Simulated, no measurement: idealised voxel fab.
process module | voxel transistor to metal
cross-section cut | 195 nm wide | cells 5 nm
A cross-section is a grid of square cells, given in bands from the top down. A band is one or more rows of cells.
Each band's line starts with the height of the band's top and of its bottom, in nm. Then come its materials from left to right, each with its width in nm. One material with "throughout" fills the band from edge to edge. "air" is empty space.
Height 0 is the level under which the wafer as received is all one material. The lowest band goes on downwards, as in "0 down".
A width such as "30 to 40" changes by the same amount from each row of cells to the next, from the band's top row to its bottom row.
"no change" after a step means that no cell of the cross-section changed.
closed voids: empty space of 8 cells or more with no open way to the top, each as width x height at its distance from the left edge, in nm
after a step's settings: what the simulator itself notes on the step
overlay nm, on a step with a mask: how far to the right of its planned place the mask lay; to the left if negative
plan
1 op RECEIVE | material Si
2 op CONFORMAL_DEP | material SiO2 | thk nm 5
3 op CONFORMAL_DEP | material SiN | thk nm 10
4 op MASKED_ETCH | tone cover | mask id ACTIVE | width nm 125 | etch materials SiN | depth nm 10 | overlay nm 0
5 op MASKED_ETCH | tone cover | mask id ACTIVE | width nm 125 | etch materials SiO2 | depth nm 5 | overlay nm 0
6 op MASKED_ETCH | tone cover | mask id ACTIVE | width nm 125 | etch materials Si | depth nm 25 | overlay nm 0
7 op FILL_DEP | material SiO2 | thk nm 5
8 op CMP | height nm 15
9 op SELECTIVE_ETCH | etch materials SiO2 | depth nm 10
10 op STRIP | etch materials SiN
11 op SELECTIVE_ETCH | etch materials SiO2 | depth nm 5
12 op OXIDIZE | depth nm 5
13 op DIRECTIONAL_DEP | material polySi | thk nm 25
14 op DIRECTIONAL_DEP | material SiCN | thk nm 10
15 op PATTERN | tone cover | mask id GATE | material resist | width nm 25 | thk nm 15 | overlay nm 0
16 op DIRECTIONAL_ETCH | etch materials SiCN | depth nm 20
17 op DIRECTIONAL_ETCH | etch materials polySi | depth nm 35
18 op STRIP | etch materials resist
19 op CONFORMAL_DEP | material SiN | thk nm 10
20 op DIRECTIONAL_ETCH | etch materials SiN | depth nm 10
21 op DIRECTIONAL_ETCH | etch materials SiO2 | depth nm 5
22 op DIRECTIONAL_ETCH | etch materials Si | depth nm 5
23 op EPI | material SiGe | thk nm 10
24 op FILL_DEP | material SiO2 | thk nm 10
25 op CMP | height nm 35
26 op DIRECTIONAL_DEP | material SiO2 | thk nm 15
27 op DIRECTIONAL_DEP | material aC | thk nm 15
28 op PATTERN | tone open | mask id CONTACT | material resist | width nm 35 | pitch nm 70 | thk nm 30 | overlay nm 0
29 op DIRECTIONAL_ETCH | etch materials aC | depth nm 15
30 op STRIP | etch materials resist
31 op DIRECTIONAL_ETCH | etch materials SiO2 | depth nm 50
32 op STRIP | etch materials aC
33 op CONFORMAL_DEP | material TiN | thk nm 5
34 op FILL_DEP | material Ru | thk nm 10
35 op CMP | height nm 50
36 op CONFORMAL_DEP | material SiCN | thk nm 5
37 op DIRECTIONAL_DEP | material lowk | thk nm 20
38 op MASKED_ETCH | tone open | mask id METAL_1 | width nm 20 | pitch nm 85 | etch materials lowk | depth nm 20 | overlay nm 0
39 op MASKED_ETCH | tone open | mask id METAL_1 | width nm 20 | pitch nm 85 | etch materials SiCN | depth nm 5 | overlay nm 0
40 op CONFORMAL_DEP | material TiN | thk nm 5
41 op FILL_DEP | material W | thk nm 5
42 op CMP | height nm 75
43 op CONFORMAL_DEP | material SiCN | thk nm 5
44 op DIRECTIONAL_DEP | material SiO2 | thk nm 30
45 op PATTERN | tone open | mask id METAL_2 | material resist | width nm 20 | pitch nm 85 | thk nm 15 | overlay nm 0
46 op DIRECTIONAL_ETCH | etch materials SiO2 | depth nm 20
47 op STRIP | etch materials resist
48 op MASKED_ETCH | tone open | mask id METAL_2_HOLES | width nm 15 | pitch nm 85 | etch materials SiO2 | depth nm 10 | overlay nm 0
49 op MASKED_ETCH | tone open | mask id METAL_2_HOLES | width nm 15 | pitch nm 85 | etch materials SiCN | depth nm 5 | overlay nm 0
50 op CONFORMAL_DEP | material TiN | thk nm 5
51 op FILL_DEP | material Cu | thk nm 10
52 op CMP | height nm 110
53 op CONFORMAL_DEP | material SiN | thk nm 5
as received, after step 1
  0 down: Si throughout
  closed voids: none
a wafer at the end: this start, this plan, one mistake
  115 to 110: SiN throughout
  110 to 95: SiO2 45 | TiN 5 | Cu 10 | TiN 5 | SiO2 65 | TiN 5 | Cu 10 | TiN 5 | SiO2 45
  95 to 90: SiO2 45 | TiN 5 | Cu 5 | TiN 10 | SiO2 65 | TiN 5 | Cu 5 | TiN 10 | SiO2 45
  90 to 80: SiO2 45 | TiN 5 | Cu 5 | TiN 5 | SiO2 70 | TiN 5 | Cu 5 | TiN 5 | SiO2 50
  80 to 70: SiCN 45 | TiN 15 to 20 | SiCN 70 to 65 | TiN 15 to 20 | SiCN 50 to 45
  70 to 50: lowk throughout
  50 to 40: SiO2 45 | TiN 5 | Ru 25 | TiN 5 | SiO2 35 | TiN 5 | Ru 25 | TiN 5 | SiO2 45
  40 to 35: SiO2 45 | TiN 5 | Ru 20 | TiN 10 | SiO2 35 | TiN 10 | Ru 20 | TiN 5 | SiO2 45
  35 to 25: SiO2 45 | TiN 5 | Ru 20 | TiN 5 | SiN 10 | SiCN 25 | SiN 10 | TiN 5 | Ru 20 | TiN 5 | SiO2 45
  25 to 10: SiO2 45 | TiN 5 | Ru 20 | TiN 5 | SiN 10 | polySi 25 | SiN 10 | TiN 5 | Ru 20 | TiN 5 | SiO2 45
  10 to 5: SiO2 45 | TiN 5 | Ru 10 | TiN 15 | SiN 10 | polySi 25 | SiN 10 | TiN 15 | Ru 10 | TiN 5 | SiO2 45
  5 to 0: SiO2 45 | TiN 20 | SiGe 10 | SiN 10 | polySi 25 | SiN 10 | SiGe 10 | TiN 20 | SiO2 45
  0 to -5: SiO2 30 | SiGe 45 | SiO2 45 | SiGe 45 | SiO2 30
  -5 to -10: SiO2 35 | SiGe 40 | Si 45 | SiGe 40 | SiO2 35
  -10 to -25: SiO2 35 | Si 125 | SiO2 35
  -25 down: Si throughout
  closed voids: none
what went wrong: steps 36 and 37 were swapped
